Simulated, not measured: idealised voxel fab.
Documented hereafter: the process module known as voxel air gaps.
The cross-section on display is named cut; it measures 270 nm wide, and its cells are 5 nm squares.
For the purposes of this document, a cross-section shall be understood as a grid of square cells, specified as bands listed in top-to-bottom order, each band consisting of one or more rows of cells.
Band: top height; bottom height; in nm. Then, left to right: material with width in nm, for each material. "edge to edge": a single material spanning edge to edge. "blank": empty space.
Measure heights from 0. That's the level where, below it, the as-received wafer is all one material. The lowest band is bottomless and extends downward; write it as in "0 down".
Quick explanation for "30->40": the width changes in equal steps down the rows of cells, from the first number in the band's top row to the second number in its bottom row.
Take "no change" at face value: in the step it is given for, the cross-section changed in none of its cells.
Reported under the label "Internal closed voids" are the empty spaces having no open way to the top and comprising 8 cells or more; the notation for each is width x height at distance, in which the distance is measured from the left edge and all three values are in nm.
after a step's settings: what the simulator itself notes on the step
When a step includes a mask, the "overlay nm" setting on its line states how far to the right of its planned place that mask lay, and negative values state how far to the left.

## These are the steps we planned for the process
1. RECEIVE, material Si
2. CONFORMAL_DEP, material SiO2, thk nm 10
3. CONFORMAL_DEP, material SiN, thk nm 5
4. DIRECTIONAL_DEP, material SiO2, thk nm 35
5. MASKED_ETCH, tone open, mask id LINES, width nm 15, pitch nm 45, etch materials SiO2, depth nm 35, overlay nm 0
6. CONFORMAL_DEP, material TiN, thk nm 5
7. FILL_DEP, material W, thk nm 5
8. CMP, height nm 50
9. EPI, material Ru, thk nm 10
10. SELECTIVE_ETCH, etch materials SiO2, depth nm 45
11. CONFORMAL_DEP, material SiCN, thk nm 5
The value of width nm given for step 5 in the plan refers to the first wafer; the wafers vary in this setting and are alike at the start.

## Cross-section, first of several wafers, as delivered after step 1
- 0 down = Si edge to edge
- Internal closed voids: none

## Wafer rows, end of module: cells per material gained (+) or lost (-) since receipt; closed voids last
width nm 15, +56 Ru, +158 SiCN, +54 SiN, +108 SiO2, +60 TiN, +24 W, Internal closed voids: 20 x 25 at 80; 20 x 25 at 125; 20 x 25 at 170
width nm 20, +64 Ru, +146 SiCN, +54 SiN, +108 SiO2, +64 TiN, +48 W, Internal closed voids: 15 x 25 at 80; 15 x 25 at 125; 15 x 25 at 170
width nm 25, +72 Ru, +80 SiCN, +54 SiN, +192 SiO2, +68 TiN, +72 W, Internal closed voids: none
width nm 30, +74 Ru, +80 SiCN, +54 SiN, +171 SiO2, +72 TiN, +96 W, Internal closed voids: none
